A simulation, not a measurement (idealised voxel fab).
The process module presented herein is designated voxel self aligned contacts.
Square cells of 5 nm make up the cross-section cut, whose width is 250 nm.
Cross-section, as written here: a square-cell grid given band by band from the top down, where a band holds one or more rows of cells.
Heads up on the band format: heights come first, top then bottom, in nm. After that it's the materials left to right, each with its width in nm. A single material flagged "everywhere" fills the whole band edge to edge, and "blank" means there's empty space there.
Convention: height 0 is the level below which the wafer, as received, is all one material. The lowest band does not terminate at the bottom but continues downward, represented as "0 nm and below".
A two-number width, for instance "30..40", indicates that the width is equal to the first number in the top row of the band and to the second number in the bottom row, and that it changes by a constant amount per row of cells.
"no alterations made" means the step left every cell of the cross-section as it was.
Empty spaces without an open route to the top, at least 8 cells in extent, make up the entry "Voids, sealed"; each is given as width x height at distance, where the distance is measured from the left edge, and all are in nm.
Where a step's line continues beyond its settings, the continuation is a remark by the simulator itself on that step.
overlay nm: for a step with a mask, the amount by which the mask lay right of where it was planned; a negative amount means left of it.
# Process steps foreseen in the plan
1 op RECEIVE | material Si
2 op OXIDIZE | depth nm 5
3 op DIRECTIONAL_DEP | material polySi | thk nm 20
4 op DIRECTIONAL_DEP | material SiN | thk nm 20
5 op MASKED_ETCH | tone cover | mask id GATE | width nm 35 | pitch nm 60 | etch materials SiN | depth nm 20 | overlay nm 0
6 op MASKED_ETCH | tone cover | mask id GATE | width nm 35 | pitch nm 60 | etch materials polySi | depth nm 20 | overlay nm 0
7 op CONFORMAL_DEP | material SiN | thk nm 5
8 op DIRECTIONAL_ETCH | etch materials SiN | depth nm 5
9 op FILL_DEP | material SiO2 | thk nm 20
10 op CMP | height nm 50
11 op PATTERN | tone open | mask id CONTACT | material resist | width nm 45 | thk nm 15 | overlay nm 0
12 op DIRECTIONAL_ETCH | etch materials SiO2 | depth nm 55
13 op STRIP | etch materials resist
14 op CONFORMAL_DEP | material TiN | thk nm 5
15 op FILL_DEP | material Ru | thk nm 5
16 op CMP | height nm 50
17 op CONFORMAL_DEP | material SiN | thk nm 5
# Below: the first of two wafers, run as planned
# Cross-sectional view of the wafer in its as-received condition, corresponding to the state after step 1
0 nm and below: Si everywhere
Voids, sealed: none
# Cross-section through the wafer, step 2 finished
0 nm to -5 nm: SiO2 everywhere
Whatever lies below -5 is exactly as it was before.
# Cross-section through the wafer, step 3 finished
20 nm to 0 nm: polySi everywhere
Whatever lies below 0 is exactly as it was before.
# Cross-section through the wafer, step 4 finished
40 nm to 20 nm: SiN everywhere
Whatever lies below 20 is exactly as it was before.
# Cross-section through the wafer, step 5 finished
40 nm to 20 nm: 75 blank, 35 SiN, 25 blank, 35 SiN, 80 blank
Whatever lies below 20 is exactly as it was before.
# Cross-section through the wafer, step 6 finished
40 nm to 20 nm: 75 blank, 35 SiN, 25 blank, 35 SiN, 80 blank
20 nm to 0 nm: 75 blank, 35 polySi, 25 blank, 35 polySi, 80 blank
Whatever lies below 0 is exactly as it was before.
# Cross-section through the wafer, step 7 finished
45 nm to 20 nm: 70 blank, 45 SiN, 15 blank, 45 SiN, 75 blank
20 nm to 5 nm: 70 blank, 5 SiN, 35 polySi, 5 SiN, 15 blank, 5 SiN, 35 polySi, 5 SiN, 75 blank
5 nm to 0 nm: 75 SiN, 35 polySi, 25 SiN, 35 polySi, 80 SiN
Whatever lies below 0 is exactly as it was before.
# Cross-section through the wafer, step 8 finished
40 nm to 20 nm: 70 blank, 45 SiN, 15 blank, 45 SiN, 75 blank
20 nm to 0 nm: 70 blank, 5 SiN, 35 polySi, 5 SiN, 15 blank, 5 SiN, 35 polySi, 5 SiN, 75 blank
Whatever lies below 0 is exactly as it was before.
# Cross-section through the wafer, step 9 finished
60 nm to 40 nm: SiO2 everywhere
40 nm to 20 nm: 70 SiO2, 45 SiN, 15 SiO2, 45 SiN, 75 SiO2
20 nm to 0 nm: 70 SiO2, 5 SiN, 35 polySi, 5 SiN, 15 SiO2, 5 SiN, 35 polySi, 5 SiN, 75 SiO2
Whatever lies below 0 is exactly as it was before.
# Cross-section through the wafer, step 10 finished
50 nm to 40 nm: SiO2 everywhere
Whatever lies below 40 is exactly as it was before.
# Cross-section through the wafer, step 11 finished
65 nm to 50 nm: 100 resist, 45 blank, 105 resist
Whatever lies below 50 is exactly as it was before.
# Cross-section through the wafer, step 12 finished
65 nm to 50 nm: 100 resist, 45 blank, 105 resist
50 nm to 40 nm: 100 SiO2, 45 blank, 105 SiO2
40 nm to 20 nm: 70 SiO2, 45 SiN, 15 blank, 45 SiN, 75 SiO2
20 nm to 0 nm: 70 SiO2, 5 SiN, 35 polySi, 5 SiN, 15 blank, 5 SiN, 35 polySi, 5 SiN, 75 SiO2
0 nm to -5 nm: 115 SiO2, 15 blank, 120 SiO2
Whatever lies below -5 is exactly as it was before.
# Cross-section through the wafer, step 13 finished
50 nm to 40 nm: 100 SiO2, 45 blank, 105 SiO2
Whatever lies below 40 is exactly as it was before.
# Cross-section through the wafer, step 14 finished
55 nm to 50 nm: 105 TiN, 35 blank, 110 TiN
50 nm to 40 nm: 100 SiO2, 5..20 TiN, 35..5 blank, 5..20 TiN, 105 SiO2
40 nm to 20 nm: 70 SiO2, 45 SiN, 5 TiN, 5 blank, 5 TiN, 45 SiN, 75 SiO2
20 nm to 0 nm: 70 SiO2, 5 SiN, 35 polySi, 5 SiN, 5 TiN, 5 blank, 5 TiN, 5 SiN, 35 polySi, 5 SiN, 75 SiO2
0 nm to -5 nm: 115 SiO2, 15 TiN, 120 SiO2
Whatever lies below -5 is exactly as it was before.
# Cross-section through the wafer, step 15 finished
60 nm to 55 nm: Ru everywhere
55 nm to 50 nm: 105 TiN, 35 Ru, 110 TiN
50 nm to 40 nm: 100 SiO2, 5..20 TiN, 35..5 Ru, 5..20 TiN, 105 SiO2
40 nm to 20 nm: 70 SiO2, 45 SiN, 5 TiN, 5 Ru, 5 TiN, 45 SiN, 75 SiO2
20 nm to 0 nm: 70 SiO2, 5 SiN, 35 polySi, 5 SiN, 5 TiN, 5 Ru, 5 TiN, 5 SiN, 35 polySi, 5 SiN, 75 SiO2
Whatever lies below 0 is exactly as it was before.
# Cross-section through the wafer, step 16 finished
50 nm to 40 nm: 100 SiO2, 5..20 TiN, 35..5 Ru, 5..20 TiN, 105 SiO2
Whatever lies below 40 is exactly as it was before.
# Cross-section through the wafer, step 17 finished
55 nm to 50 nm: SiN everywhere
Whatever lies below 50 is exactly as it was before.
# Wafer two of the pair: same origin, same plan, one error during the run; identical to wafer one up to and including step 1
# Here is the second wafer in cross-section at the point where step 2 of the plan should have been done
0 nm to -15 nm: SiO2 everywhere
Whatever lies below -15 is exactly as it was before.
# Here is the second wafer in cross-section at the point where step 3 of the plan should have been done
20 nm to 0 nm: polySi everywhere
Whatever lies below 0 is exactly as it was before.
# Here is the second wafer in cross-section at the point where step 4 of the plan should have been done
40 nm to 20 nm: SiN everywhere
Whatever lies below 20 is exactly as it was before.
# Here is the second wafer in cross-section at the point where step 5 of the plan should have been done
40 nm to 20 nm: 75 blank, 35 SiN, 25 blank, 35 SiN, 80 blank
Whatever lies below 20 is exactly as it was before.
# Here is the second wafer in cross-section at the point where step 6 of the plan should have been done
40 nm to 20 nm: 75 blank, 35 SiN, 25 blank, 35 SiN, 80 blank
20 nm to 0 nm: 75 blank, 35 polySi, 25 blank, 35 polySi, 80 blank
Whatever lies below 0 is exactly as it was before.
# Here is the second wafer in cross-section at the point where step 7 of the plan should have been done
45 nm to 20 nm: 70 blank, 45 SiN, 15 blank, 45 SiN, 75 blank
20 nm to 5 nm: 70 blank, 5 SiN, 35 polySi, 5 SiN, 15 blank, 5 SiN, 35 polySi, 5 SiN, 75 blank
5 nm to 0 nm: 75 SiN, 35 polySi, 25 SiN, 35 polySi, 80 SiN
Whatever lies below 0 is exactly as it was before.
# Here is the second wafer in cross-section at the point where step 8 of the plan should have been done
40 nm to 20 nm: 70 blank, 45 SiN, 15 blank, 45 SiN, 75 blank
20 nm to 0 nm: 70 blank, 5 SiN, 35 polySi, 5 SiN, 15 blank, 5 SiN, 35 polySi, 5 SiN, 75 blank
Whatever lies below 0 is exactly as it was before.
# Here is the second wafer in cross-section at the point where step 9 of the plan should have been done
60 nm to 40 nm: SiO2 everywhere
40 nm to 20 nm: 70 SiO2, 45 SiN, 15 SiO2, 45 SiN, 75 SiO2
20 nm to 0 nm: 70 SiO2, 5 SiN, 35 polySi, 5 SiN, 15 SiO2, 5 SiN, 35 polySi, 5 SiN, 75 SiO2
Whatever lies below 0 is exactly as it was before.
# Here is the second wafer in cross-section at the point where step 10 of the plan should have been done
50 nm to 40 nm: SiO2 everywhere
Whatever lies below 40 is exactly as it was before.
# Here is the second wafer in cross-section at the point where step 11 of the plan should have been done
65 nm to 50 nm: 100 resist, 45 blank, 105 resist
Whatever lies below 50 is exactly as it was before.
# Here is the second wafer in cross-section at the point where step 12 of the plan should have been done
65 nm to 50 nm: 100 resist, 45 blank, 105 resist
50 nm to 40 nm: 100 SiO2, 45 blank, 105 SiO2
40 nm to 20 nm: 70 SiO2, 45 SiN, 15 blank, 45 SiN, 75 SiO2
20 nm to 0 nm: 70 SiO2, 5 SiN, 35 polySi, 5 SiN, 15 blank, 5 SiN, 35 polySi, 5 SiN, 75 SiO2
0 nm to -5 nm: 115 SiO2, 15 blank, 120 SiO2
Whatever lies below -5 is exactly as it was before.
# Here is the second wafer in cross-section at the point where step 13 of the plan should have been done
50 nm to 40 nm: 100 SiO2, 45 blank, 105 SiO2
Whatever lies below 40 is exactly as it was before.
# Here is the second wafer in cross-section at the point where step 14 of the plan should have been done
55 nm to 50 nm: 105 TiN, 35 blank, 110 TiN
50 nm to 40 nm: 100 SiO2, 5..20 TiN, 35..5 blank, 5..20 TiN, 105 SiO2
40 nm to 20 nm: 70 SiO2, 45 SiN, 5 TiN, 5 blank, 5 TiN, 45 SiN, 75 SiO2
20 nm to 0 nm: 70 SiO2, 5 SiN, 35 polySi, 5 SiN, 5 TiN, 5 blank, 5 TiN, 5 SiN, 35 polySi, 5 SiN, 75 SiO2
0 nm to -5 nm: 115 SiO2, 15 TiN, 120 SiO2
Whatever lies below -5 is exactly as it was before.
# Here is the second wafer in cross-section at the point where step 15 of the plan should have been done
60 nm to 55 nm: Ru everywhere
55 nm to 50 nm: 105 TiN, 35 Ru, 110 TiN
50 nm to 40 nm: 100 SiO2, 5..20 TiN, 35..5 Ru, 5..20 TiN, 105 SiO2
40 nm to 20 nm: 70 SiO2, 45 SiN, 5 TiN, 5 Ru, 5 TiN, 45 SiN, 75 SiO2
20 nm to 0 nm: 70 SiO2, 5 SiN, 35 polySi, 5 SiN, 5 TiN, 5 Ru, 5 TiN, 5 SiN, 35 polySi, 5 SiN, 75 SiO2
Whatever lies below 0 is exactly as it was before.
# Here is the second wafer in cross-section at the point where step 16 of the plan should have been done
50 nm to 40 nm: 100 SiO2, 5..20 TiN, 35..5 Ru, 5..20 TiN, 105 SiO2
Whatever lies below 40 is exactly as it was before.
# Here is the second wafer in cross-section at the point where step 17 of the plan should have been done
55 nm to 50 nm: SiN everywhere
Whatever lies below 50 is exactly as it was before.
Plan not followed: heads up, step 2 didn't go per plan, it actually ran as op OXIDIZE | depth nm 15
Per the end-of-run cell counts, the second wafer holds more or fewer of some materials than the first: Si: 100 fewer; SiO2: 100 more
